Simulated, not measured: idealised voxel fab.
process module | voxel wiring stack
cross-section cut | 145 nm wide | cells 5 nm
A cross-section is a grid of square cells, given in bands from the top down. A band is one or more rows of cells.
Each band's line starts with the height of the band's top and of its bottom, in nm. Then come its materials from left to right, each with its width in nm. One material with "throughout" fills the band from edge to edge. "air" is empty space.
Height 0 is the level under which the wafer as received is all one material. The lowest band goes on downwards, as in "0 down".
A width such as "30 to 40" changes by the same amount from each row of cells to the next, from the band's top row to its bottom row.
"no change" after a step means that no cell of the cross-section changed.
closed voids: empty space of 8 cells or more with no open way to the top, each as width x height at its distance from the left edge, in nm
after a step's settings: what the simulator itself notes on the step
overlay nm, on a step with a mask: how far to the right of its planned place the mask lay; to the left if negative
plan
1 op RECEIVE | material Si
2 op CONFORMAL_DEP | material SiO2 | thk nm 15
3 op DIRECTIONAL_DEP | material TiN | thk nm 5
4 op DIRECTIONAL_DEP | material W | thk nm 10
5 op MASKED_ETCH | tone cover | mask id METAL_1 | width nm 20 | pitch nm 45 | etch materials W | depth nm 15 | overlay nm 0
6 op MASKED_ETCH | tone cover | mask id METAL_1 | width nm 20 | pitch nm 45 | etch materials TiN | depth nm 5 | overlay nm 0
7 op FILL_DEP | material lowk | thk nm 5
8 op CMP | height nm 35
9 op CONFORMAL_DEP | material SiCN | thk nm 5
10 op DIRECTIONAL_DEP | material lowk | thk nm 15
11 op DIRECTIONAL_DEP | material aC | thk nm 15
12 op PATTERN | tone open | mask id PLUG_1 | material resist | width nm 15 | thk nm 30 | overlay nm 0
13 op DIRECTIONAL_ETCH | etch materials aC | depth nm 15
14 op STRIP | etch materials resist
15 op DIRECTIONAL_ETCH | etch materials lowk | depth nm 15
16 op DIRECTIONAL_ETCH | etch materials SiCN | depth nm 5
17 op STRIP | etch materials aC
18 op CONFORMAL_DEP | material TiN | thk nm 5
19 op FILL_DEP | material Ru | thk nm 5
20 op CMP | height nm 55
21 op CONFORMAL_DEP | material SiN | thk nm 5
22 op DIRECTIONAL_DEP | material SiO2 | thk nm 15
23 op PATTERN | tone open | mask id METAL_2 | material resist | width nm 20 | pitch nm 45 | thk nm 20 | overlay nm 0
24 op DIRECTIONAL_ETCH | etch materials SiO2 | depth nm 15
25 op DIRECTIONAL_ETCH | etch materials SiN | depth nm 5
26 op STRIP | etch materials resist
27 op CONFORMAL_DEP | material TiN | thk nm 5
28 op FILL_DEP | material Ru | thk nm 10
29 op CMP | height nm 75
30 op CONFORMAL_DEP | material SiN | thk nm 5
varied across the wafers: thk nm of step 4. The plan shows the first wafer's value. All wafers start alike
first wafer as received, after step 1
  0 down: Si throughout
  closed voids: none
first wafer at the end, after step 30
  80 to 75: SiN throughout
  75 to 60: SiO2 40 | TiN 5 | Ru 10 | TiN 5 | SiO2 25 | TiN 5 | Ru 10 | TiN 5 | SiO2 40
  60 to 55: SiN 40 | TiN 20 | SiN 25 | TiN 20 | SiN 40
  55 to 40: lowk 40 | TiN 5 | Ru 5 | TiN 5 | lowk 90
  40 to 35: SiCN 40 | TiN 15 | SiCN 90
  35 to 30: lowk throughout
  30 to 20: lowk 40 | W 20 | lowk 25 | W 20 | lowk 40
  20 to 15: lowk 40 | TiN 20 | lowk 25 | TiN 20 | lowk 40
  15 to 0: SiO2 throughout
  0 down: Si throughout
  closed voids: none
last wafer at the end
  80 to 75: SiN throughout
  75 to 60: SiO2 40 | TiN 5 | Ru 10 | TiN 5 | SiO2 25 | TiN 5 | Ru 10 | TiN 5 | SiO2 40
  60 to 55: SiN 40 | TiN 20 | SiN 25 | TiN 20 | SiN 40
  55 to 40: lowk 40 | TiN 5 | Ru 5 | TiN 5 | lowk 90
  40 to 35: SiCN 40 | TiN 15 | SiCN 90
  35 to 20: W throughout
  20 to 15: TiN throughout
  15 to 0: SiO2 throughout
  0 down: Si throughout
  closed voids: none
each wafer at the end: cells of each material gained (+) or lost (-) since it was received, then its closed voids
thk nm 10 | +15 Ru | +26 SiCN | +50 SiN | +150 SiO2 | +37 TiN | +16 W | +170 lowk | closed voids: none
thk nm 15 | +15 Ru | +26 SiCN | +50 SiN | +150 SiO2 | +37 TiN | +24 W | +162 lowk | closed voids: none
thk nm 20 | +15 Ru | +26 SiCN | +50 SiN | +150 SiO2 | +58 TiN | +45 W | +120 lowk | closed voids: none
thk nm 25 | +15 Ru | +26 SiCN | +50 SiN | +150 SiO2 | +58 TiN | +66 W | +99 lowk | closed voids: none
thk nm 30 | +15 Ru | +26 SiCN | +50 SiN | +150 SiO2 | +58 TiN | +87 W | +78 lowk | closed voids: none
